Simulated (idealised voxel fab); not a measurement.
process module | voxel air gaps
cross-section cut | 215 nm wide | cells 5 nm
A cross-section is a grid of square cells, given in bands from the top down. A band is one or more rows of cells.
Each band's line starts with the height of the band's top and of its bottom, in nm. Then come its materials from left to right, each with its width in nm. One material with "throughout" fills the band from edge to edge. "air" is empty space.
Height 0 is the level under which the wafer as received is all one material. The lowest band goes on downwards, as in "0 down".
A width such as "30 to 40" changes by the same amount from each row of cells to the next, from the band's top row to its bottom row.
"no change" after a step means that no cell of the cross-section changed.
closed voids: empty space of 8 cells or more with no open way to the top, each as width x height at its distance from the left edge, in nm
after a step's settings: what the simulator itself notes on the step
overlay nm, on a step with a mask: how far to the right of its planned place the mask lay; to the left if negative
plan
1 op RECEIVE | material Si
2 op CONFORMAL_DEP | material SiO2 | thk nm 10
3 op CONFORMAL_DEP | material SiN | thk nm 5
4 op DIRECTIONAL_DEP | material lowk | thk nm 35
5 op DIRECTIONAL_DEP | material aC | thk nm 15
6 op PATTERN | tone open | mask id LINES | material resist | width nm 15 | pitch nm 45 | thk nm 35 | overlay nm 0
7 op DIRECTIONAL_ETCH | etch materials aC | depth nm 15
8 op STRIP | etch materials resist
9 op DIRECTIONAL_ETCH | etch materials lowk | depth nm 35
10 op STRIP | etch materials aC
11 op CONFORMAL_DEP | material TiN | thk nm 5
12 op FILL_DEP | material Ru | thk nm 10
13 op CMP | height nm 50
14 op EPI | material Ru | thk nm 10
15 op SELECTIVE_ETCH | etch materials lowk | depth nm 45
16 op CONFORMAL_DEP | material SiN | thk nm 5
as received, after step 1
  0 down: Si throughout
  closed voids: none
a wafer at the end: this start, this plan, one mistake
  65 to 60: air 40 | SiN 135 | air 40
  60 to 50: air 40 | SiN 5 | Ru 35 | SiN 10 | Ru 35 | SiN 10 | Ru 35 | SiN 5 | air 40
  50 to 45: air 40 | SiN 15 | TiN 5 | Ru 5 | TiN 5 | SiN 30 | TiN 5 | Ru 5 | TiN 5 | SiN 30 | TiN 5 | Ru 5 | TiN 5 | SiN 15 | air 40
  45 to 25: air 50 | SiN 5 | TiN 5 | Ru 5 | TiN 5 | SiN 5 | air 20 | SiN 5 | TiN 5 | Ru 5 | TiN 5 | SiN 5 | air 20 | SiN 5 | TiN 5 | Ru 5 | TiN 5 | SiN 5 | air 50
  25 to 20: SiN 55 | TiN 15 | SiN 30 | TiN 15 | SiN 30 | TiN 15 | SiN 55
  20 to 15: SiN throughout
  15 to 0: SiO2 throughout
  0 down: Si throughout
  closed voids: 20 x 20 at 75; 20 x 20 at 120
what went wrong: step 2 ran as: op CONFORMAL_DEP | material SiO2 | thk nm 15
